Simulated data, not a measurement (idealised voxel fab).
process module | voxel self aligned vias
cross-section cut | 255 nm wide | cells 5 nm
A cross-section is a grid of square cells, given in bands from the top down. A band is one or more rows of cells.
Each band's line starts with the height of the band's top and of its bottom, in nm. Then come its materials from left to right, each with its width in nm. One material with "throughout" fills the band from edge to edge. "air" is empty space.
Height 0 is the level under which the wafer as received is all one material. The lowest band goes on downwards, as in "0 down".
A width such as "30 to 40" changes by the same amount from each row of cells to the next, from the band's top row to its bottom row.
"no change" after a step means that no cell of the cross-section changed.
closed voids: empty space of 8 cells or more with no open way to the top, each as width x height at its distance from the left edge, in nm
after a step's settings: what the simulator itself notes on the step
overlay nm, on a step with a mask: how far to the right of its planned place the mask lay; to the left if negative
plan
1 op RECEIVE | material Si
2 op CONFORMAL_DEP | material SiO2 | thk nm 10
3 op CONFORMAL_DEP | material SiCN | thk nm 5
4 op DIRECTIONAL_DEP | material lowk | thk nm 25
5 op PATTERN | tone open | mask id LINES | material resist | width nm 25 | pitch nm 55 | thk nm 20 | overlay nm 0
6 op DIRECTIONAL_ETCH | etch materials lowk | depth nm 25
7 op STRIP | etch materials resist
8 op CONFORMAL_DEP | material TiN | thk nm 5
9 op FILL_DEP | material Ru | thk nm 10
10 op CMP | height nm 40
11 op SELECTIVE_ETCH | etch materials W Ru TiN | depth nm 5
12 op FILL_DEP | material SiN | thk nm 10
13 op CMP | height nm 40
14 op DIRECTIONAL_DEP | material lowk | thk nm 15
15 op DIRECTIONAL_DEP | material aC | thk nm 15
16 op PATTERN | tone open | mask id VIAS | material resist | width nm 35 | pitch nm 55 | thk nm 30 | overlay nm 0
17 op DIRECTIONAL_ETCH | etch materials aC | depth nm 15
18 op STRIP | etch materials resist
19 op DIRECTIONAL_ETCH | etch materials lowk | depth nm 15
20 op DIRECTIONAL_ETCH | etch materials SiN | depth nm 5
21 op STRIP | etch materials aC
22 op CONFORMAL_DEP | material TiN | thk nm 5
23 op FILL_DEP | material Cu | thk nm 10
24 op CMP | height nm 55
25 op CONFORMAL_DEP | material SiCN | thk nm 5
as received, after step 1
  0 down: Si throughout
  closed voids: none
a wafer at the end: this start, this plan, one mistake
  60 to 55: SiCN throughout
  55 to 40: lowk 80 | TiN 5 | Cu 25 | TiN 5 | lowk 20 | TiN 5 | Cu 25 | TiN 5 | lowk 85
  40 to 35: SiN 80 | TiN 35 | SiN 20 | TiN 35 | SiN 85
  35 to 30: TiN 90 | Ru 15 | TiN 40 | Ru 15 | TiN 95
  30 to 10: lowk 85 | TiN 5 | Ru 15 | TiN 5 | lowk 30 | TiN 5 | Ru 15 | TiN 5 | lowk 90
  10 to 5: lowk 85 | TiN 25 | lowk 30 | TiN 25 | lowk 90
  5 to 0: SiCN throughout
  0 down: Si throughout
  closed voids: none
what went wrong: step 2 was left out
